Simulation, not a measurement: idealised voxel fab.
Process module under the name voxel ribs on slabs
Section cut is 190 nm wide and gridded with 5 nm square cells.
Cross-section spec: square-cell grid; bands listed top down; each band is one or more rows. The entry gives the band's vertical extent as a top height and a bottom height in nm, then its horizontal make-up as materials from left to right, each with a width in nm. "blank" stands for empty space; a single material marked "everywhere" fills the band edge to edge. Heights are reckoned from 0. Under this level, the received wafer is all of one material. The bottommost band is open-ended downward, for example "0..down". Note: "30..40" means the width goes from the first number (top row of the band) to the second number (bottom row) in equal steps per row of cells. Take "nothing got changed" at face value: in the step it is given for, the cross-section changed in none of its cells. "Catalogued sealed voids" lists enclosed empty spaces (at least 8 cells, no open path upward to the top), each as width x height at distance from the left edge, in nm. Read whatever lies past the settings on a step's line as the simulator's own remark about the step. overlay nm: step with mask; distance mask lay right of planned place; negative value = left of planned place.

Plan:
1: RECEIVE [material Si]
2: DIRECTIONAL_DEP [material SiO2] [thk nm 20]
3: DIRECTIONAL_DEP [material polySi] [thk nm 15]
4: MASKED_ETCH [tone cover] [mask id RIB] [width nm 30] [etch materials polySi] [depth nm 5] [overlay nm 0]
5: DIRECTIONAL_DEP [material aC] [thk nm 15]
6: PATTERN [tone cover] [mask id SLAB] [material resist] [width nm 70] [thk nm 30] [overlay nm 0]
7: DIRECTIONAL_ETCH [etch materials aC] [depth nm 15]
8: STRIP [etch materials resist]
9: DIRECTIONAL_ETCH [etch materials polySi] [depth nm 10]
10: STRIP [etch materials aC]
11: FILL_DEP [material SiO2] [thk nm 30]
12: CMP [height nm 55]
13: DIRECTIONAL_DEP [material W] [thk nm 10]
14: PATTERN [tone cover] [mask id HEATER] [material resist] [width nm 40] [thk nm 20] [overlay nm 0]
15: DIRECTIONAL_ETCH [etch materials W] [depth nm 10]
16: STRIP [etch materials resist]
17: CONFORMAL_DEP [material SiN] [thk nm 5]

Shown in cross-section is the wafer as received, that is, as it stands after step 1:
> 0..down | Si everywhere
> Catalogued sealed voids: none

This is how the wafer looks in cross-section once the module is done, given the starting state and plan above and one mistake in carrying the plan out:
> 70..65 | 70 blank, 50 SiN, 70 blank
> 65..60 | 70 blank, 5 SiN, 40 W, 5 SiN, 70 blank
> 60..55 | 75 SiN, 40 W, 75 SiN
> 55..50 | SiO2 everywhere
> 50..45 | 80 SiO2, 30 polySi, 80 SiO2
> 45..35 | 60 SiO2, 70 polySi, 60 SiO2
> 35..20 | polySi everywhere
> 20..0 | SiO2 everywhere
> 0..down | Si everywhere
> Catalogued sealed voids: none
what went wrong: plan step 3 was twice executed
